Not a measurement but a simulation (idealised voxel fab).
This section sets out a process module, namely voxel self aligned vias.
Cross-section cut spans 300 nm and uses square cells 5 nm in size.
Cross-section = grid of square cells, listed top down in bands; band = one or more rows.
Band: top height; bottom height; in nm. Then, left to right: material with width in nm, for each material. "full width": a single material spanning edge to edge. "blank": empty space.
The reference from which all heights are counted is 0, the level beneath which the as-received wafer is entirely one material; the lowest band, having no lower bound, proceeds downward and is written after the example "0 nm and below".
Note: "30..40" means the width goes from the first number (top row of the band) to the second number (bottom row) in equal steps per row of cells.
"no alteration" after a step means that no cell of the cross-section changed.
Listed in "Unvented cavities": every empty space of 8 or more cells without an open way to the top. Form: width x height at distance, the distance being from the left edge, all in nm.
Past the settings on a step's line: simulator remark, on that step.
You can add "overlay nm" to a step's line. For a step with a mask, it describes how far the mask lay to the right of its planned position, and a negative number describes a lay to the left.

# List of planned process steps
1 RECEIVE [material Si]
2 CONFORMAL_DEP [material SiO2] [thk nm 15]
3 CONFORMAL_DEP [material SiCN] [thk nm 5]
4 DIRECTIONAL_DEP [material SiO2] [thk nm 25]
5 PATTERN [tone open] [mask id LINES] [material resist] [width nm 20] [pitch nm 60] [thk nm 15] [overlay nm 0]
6 DIRECTIONAL_ETCH [etch materials SiO2] [depth nm 25]
7 STRIP [etch materials resist]
8 CONFORMAL_DEP [material TiN] [thk nm 5]
9 FILL_DEP [material W] [thk nm 10]
10 CMP [height nm 45]
11 SELECTIVE_ETCH [etch materials W Ru TiN] [depth nm 5]
12 FILL_DEP [material SiN] [thk nm 5]
13 CMP [height nm 45]
14 DIRECTIONAL_DEP [material SiO2] [thk nm 20]
15 DIRECTIONAL_DEP [material aC] [thk nm 10]
16 PATTERN [tone open] [mask id VIAS] [material resist] [width nm 40] [pitch nm 60] [thk nm 30] [overlay nm 0]
17 DIRECTIONAL_ETCH [etch materials aC] [depth nm 10]
18 STRIP [etch materials resist]
19 DIRECTIONAL_ETCH [etch materials SiO2] [depth nm 20]
20 DIRECTIONAL_ETCH [etch materials SiN] [depth nm 5]
21 STRIP [etch materials aC]
22 CONFORMAL_DEP [material TiN] [thk nm 5]
23 FILL_DEP [material Ru] [thk nm 10]
24 CMP [height nm 65]
25 CONFORMAL_DEP [material SiN] [thk nm 5]

# Cross-section of the wafer upon arrival, representing the state reached after step 1
	0 nm and below: Si full width
	Unvented cavities: none

# Here's the wafer cut in cross-section after the module, started and planned just like above, except one thing was done wrong in the run
	70 nm to 65 nm: SiN full width
	65 nm to 45 nm: SiO2=70  TiN=5  Ru=30  TiN=5  SiO2=20  TiN=5  Ru=30  TiN=5  SiO2=20  TiN=5  Ru=30  TiN=5  SiO2=70
	45 nm to 40 nm: SiN=70  TiN=40  SiN=20  TiN=40  SiN=20  TiN=40  SiN=70
	40 nm to 35 nm: SiO2=80  SiN=20  SiO2=40  SiN=20  SiO2=40  SiN=20  SiO2=80
	35 nm to 25 nm: SiO2=80  TiN=5  W=10  TiN=5  SiO2=40  TiN=5  W=10  TiN=5  SiO2=40  TiN=5  W=10  TiN=5  SiO2=80
	25 nm to 20 nm: SiO2=80  TiN=20  SiO2=40  TiN=20  SiO2=40  TiN=20  SiO2=80
	20 nm to 15 nm: SiCN full width
	15 nm to 0 nm: SiO2 full width
	0 nm and below: Si full width
	Unvented cavities: none
Processing error: step 10 deviated from plan and actually ran as CMP [height nm 40]
